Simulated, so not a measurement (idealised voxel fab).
voxel fin reveal: a process module
Xsec cut, 290 nm wide, square cell size 5 nm.
Cross-section format: a grid of square cells, given as bands from top to bottom; each band is one or more rows of cells.
What a band's entry tells you: where the top is and where the bottom is, as heights in nm, and after that what lies inside, material by material from left to right, each with its width in nm. Empty space is written as the word "blank", and a single material marked with the word "all across" occupies the band from edge to edge.
Heads up on the height convention: 0 is the point under which the incoming wafer is all one material, and the lowest band has no bottom, it just keeps going down, like "0 and below".
Note: "30..40" means the width goes from the first number (top row of the band) to the second number (bottom row) in equal steps per row of cells.
"no change" -> step changed no cross-section cell.
Reported under the label "Enclosed voids" are the empty spaces having no open way to the top and comprising 8 cells or more; the notation for each is width x height at distance, in which the distance is measured from the left edge and all three values are in nm.
Text after the settings on a step's line: the simulator's own remark on that step.
Each step line may optionally specify "overlay nm", which for a step with a mask gives the rightward distance between the mask's planned place and where it lay, a negative value indicating the leftward direction.

The steps planned for the process are as follows:
| 1 | RECEIVE,material Si |
| 2 | CONFORMAL_DEP,material SiN,thk nm 5 |
| 3 | DIRECTIONAL_DEP,material aC,thk nm 10 |
| 4 | PATTERN,tone cover,mask id FINS,material resist,width nm 15,pitch nm 35,thk nm 30,overlay nm 0 |
| 5 | DIRECTIONAL_ETCH,etch materials aC,depth nm 10 |
| 6 | STRIP,etch materials resist |
| 7 | DIRECTIONAL_ETCH,etch materials SiN,depth nm 5 |
| 8 | DIRECTIONAL_ETCH,etch materials Si,depth nm 30 |
| 9 | STRIP,etch materials aC |
| 10 | OXIDIZE,depth nm 5 |
| 11 | FILL_DEP,material SiO2,thk nm 15 |
| 12 | CMP,height nm 5 |
| 13 | SELECTIVE_ETCH,etch materials SiO2,depth nm 20 |
| 14 | STRIP,etch materials SiN |
| 15 | CONFORMAL_DEP,material HfO2,thk nm 5 |
Split variable: thk nm, step 15. Plan value = first wafer. Wafers start alike.

Cross-section of the first of several received wafers, showing its state after step 1:
- 0 and below | Si all across
- Enclosed voids: none

Every row in this table is a wafer at the end of the module, and it gives, for each of the materials, the cells that wafer has gained (+) or lost (-) since it was received, then its closed voids:
thk nm 5 | +70 HfO2 | -392 Si | +224 SiO2 | Enclosed voids: none
thk nm 10 | +140 HfO2 | -392 Si | +224 SiO2 | Enclosed voids: none
thk nm 15 | +210 HfO2 | -392 Si | +224 SiO2 | Enclosed voids: none
thk nm 20 | +274 HfO2 | -392 Si | +224 SiO2 | Enclosed voids: none
